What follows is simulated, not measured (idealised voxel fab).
This section sets out a process module, namely voxel plated lines.
We display cut, a cross-section 260 nm in width whose square cells are each 5 nm.
In what follows, cross-sections appear as grids of square cells, described through bands that run from the top down, where every band is one or more rows of cells.
Quick guide to a band line: top height, bottom height (nm) up front; then every material left to right with its width in nm. Only one material and it's marked "all across"? Then it fills the band edge to edge. And "blank" just means empty space.
Counting heights begins at 0, where everything beneath is, in the wafer as received, one material. The lowest band has no bottom; it goes on downwards, as "0 -> down" shows.
So if you see something like "30 to 40" for the width, read it as the top row of the band sitting at the first number and the bottom row at the second, with every row in between moving by the same amount as the last.
"nothing altered", as given for a step, is the statement that not any cell of the cross-section underwent a change during that step.
Entry "Completely sealed voids". Content: empty spaces with no open connection to the top, size 8 cells or greater. Each: width x height at distance. Distance: from left edge. Unit: nm.
Past the settings on a step's line: simulator remark, on that step.
overlay nm: on a step with a mask, how far right of its planned place the mask lay; negative means left.
### These are the steps we planned for the process
- 1: RECEIVE | material Si
- 2: CONFORMAL_DEP | material SiO2 | thk nm 10
- 3: DIRECTIONAL_DEP | material TiN | thk nm 5
- 4: PATTERN | tone open | mask id LINES | material resist | width nm 20 | pitch nm 35 | thk nm 35 | overlay nm 0
- 5: EPI | material Ru | thk nm 10
- 6: EPI | material Ru | thk nm 5
- 7: EPI | material Ru | thk nm 5
- 8: STRIP | etch materials resist
- 9: DIRECTIONAL_ETCH | etch materials TiN | depth nm 5
- 10: CONFORMAL_DEP | material SiN | thk nm 5
### Below: the first of two wafers, run as planned
### As-received state of the wafer in cross-section, equivalent to post-step 1
    0 -> down = Si all across
    Completely sealed voids: none
### Upon completion of step 2, the wafer appears in cross-section as shown
    10 -> 0 = SiO2 all across
    Nothing below the height 0 has changed.
### Upon completion of step 3, the wafer appears in cross-section as shown
    15 -> 10 = TiN all across
    Nothing below the height 10 has changed.
### Upon completion of step 4, the wafer appears in cross-section as shown
    50 -> 15 = resist: 85 | blank: 20 | resist: 15 | blank: 20 | resist: 15 | blank: 20 | resist: 85
    Nothing below the height 15 has changed.
### Upon completion of step 5, the wafer appears in cross-section as shown
    50 -> 25 = resist: 85 | blank: 20 | resist: 15 | blank: 20 | resist: 15 | blank: 20 | resist: 85
    25 -> 15 = resist: 85 | Ru: 20 | resist: 15 | Ru: 20 | resist: 15 | Ru: 20 | resist: 85
    Nothing below the height 15 has changed.
### Upon completion of step 6, the wafer appears in cross-section as shown
    50 -> 30 = resist: 85 | blank: 20 | resist: 15 | blank: 20 | resist: 15 | blank: 20 | resist: 85
    30 -> 15 = resist: 85 | Ru: 20 | resist: 15 | Ru: 20 | resist: 15 | Ru: 20 | resist: 85
    Nothing below the height 15 has changed.
### Upon completion of step 7, the wafer appears in cross-section as shown
    50 -> 35 = resist: 85 | blank: 20 | resist: 15 | blank: 20 | resist: 15 | blank: 20 | resist: 85
    35 -> 15 = resist: 85 | Ru: 20 | resist: 15 | Ru: 20 | resist: 15 | Ru: 20 | resist: 85
    Nothing below the height 15 has changed.
### Upon completion of step 8, the wafer appears in cross-section as shown
    35 -> 15 = blank: 85 | Ru: 20 | blank: 15 | Ru: 20 | blank: 15 | Ru: 20 | blank: 85
    Nothing below the height 15 has changed.
### Upon completion of step 9, the wafer appears in cross-section as shown
    35 -> 15 = blank: 85 | Ru: 20 | blank: 15 | Ru: 20 | blank: 15 | Ru: 20 | blank: 85
    15 -> 10 = blank: 85 | TiN: 20 | blank: 15 | TiN: 20 | blank: 15 | TiN: 20 | blank: 85
    Nothing below the height 10 has changed.
### Upon completion of step 10, the wafer appears in cross-section as shown
    40 -> 35 = blank: 80 | SiN: 30 | blank: 5 | SiN: 30 | blank: 5 | SiN: 30 | blank: 80
    35 -> 15 = blank: 80 | SiN: 5 | Ru: 20 | SiN: 5 | blank: 5 | SiN: 5 | Ru: 20 | SiN: 5 | blank: 5 | SiN: 5 | Ru: 20 | SiN: 5 | blank: 80
    15 -> 10 = SiN: 85 | TiN: 20 | SiN: 15 | TiN: 20 | SiN: 15 | TiN: 20 | SiN: 85
    Nothing below the height 10 has changed.
### The remaining wafer, second of the two, started like the first and was run to the same plan, except that one mistake was made along the way; the two coincide through step 3, inclusive
### Planned end of step 4: second wafer, cross-section
    50 -> 15 = resist: 90 | blank: 20 | resist: 15 | blank: 20 | resist: 15 | blank: 20 | resist: 80
    Nothing below the height 15 has changed.
### Planned end of step 5: second wafer, cross-section
    50 -> 25 = resist: 90 | blank: 20 | resist: 15 | blank: 20 | resist: 15 | blank: 20 | resist: 80
    25 -> 15 = resist: 90 | Ru: 20 | resist: 15 | Ru: 20 | resist: 15 | Ru: 20 | resist: 80
    Nothing below the height 15 has changed.
### Planned end of step 6: second wafer, cross-section
    50 -> 30 = resist: 90 | blank: 20 | resist: 15 | blank: 20 | resist: 15 | blank: 20 | resist: 80
    30 -> 15 = resist: 90 | Ru: 20 | resist: 15 | Ru: 20 | resist: 15 | Ru: 20 | resist: 80
    Nothing below the height 15 has changed.
### Planned end of step 7: second wafer, cross-section
    50 -> 35 = resist: 90 | blank: 20 | resist: 15 | blank: 20 | resist: 15 | blank: 20 | resist: 80
    35 -> 15 = resist: 90 | Ru: 20 | resist: 15 | Ru: 20 | resist: 15 | Ru: 20 | resist: 80
    Nothing below the height 15 has changed.
### Planned end of step 8: second wafer, cross-section
    35 -> 15 = blank: 90 | Ru: 20 | blank: 15 | Ru: 20 | blank: 15 | Ru: 20 | blank: 80
    Nothing below the height 15 has changed.
### Planned end of step 9: second wafer, cross-section
    35 -> 15 = blank: 90 | Ru: 20 | blank: 15 | Ru: 20 | blank: 15 | Ru: 20 | blank: 80
    15 -> 10 = blank: 90 | TiN: 20 | blank: 15 | TiN: 20 | blank: 15 | TiN: 20 | blank: 80
    Nothing below the height 10 has changed.
### Planned end of step 10: second wafer, cross-section
    40 -> 35 = blank: 85 | SiN: 30 | blank: 5 | SiN: 30 | blank: 5 | SiN: 30 | blank: 75
    35 -> 15 = blank: 85 | SiN: 5 | Ru: 20 | SiN: 5 | blank: 5 | SiN: 5 | Ru: 20 | SiN: 5 | blank: 5 | SiN: 5 | Ru: 20 | SiN: 5 | blank: 75
    15 -> 10 = SiN: 90 | TiN: 20 | SiN: 15 | TiN: 20 | SiN: 15 | TiN: 20 | SiN: 80
    Nothing below the height 10 has changed.
Misprocessing identified: step 4 went in with a setting other than planned; the actual run was PATTERN | tone open | mask id LINES | material resist | width nm 20 | pitch nm 35 | thk nm 35 | overlay nm 5
Final state: per-material cell counts identical on both wafers; locations differ.
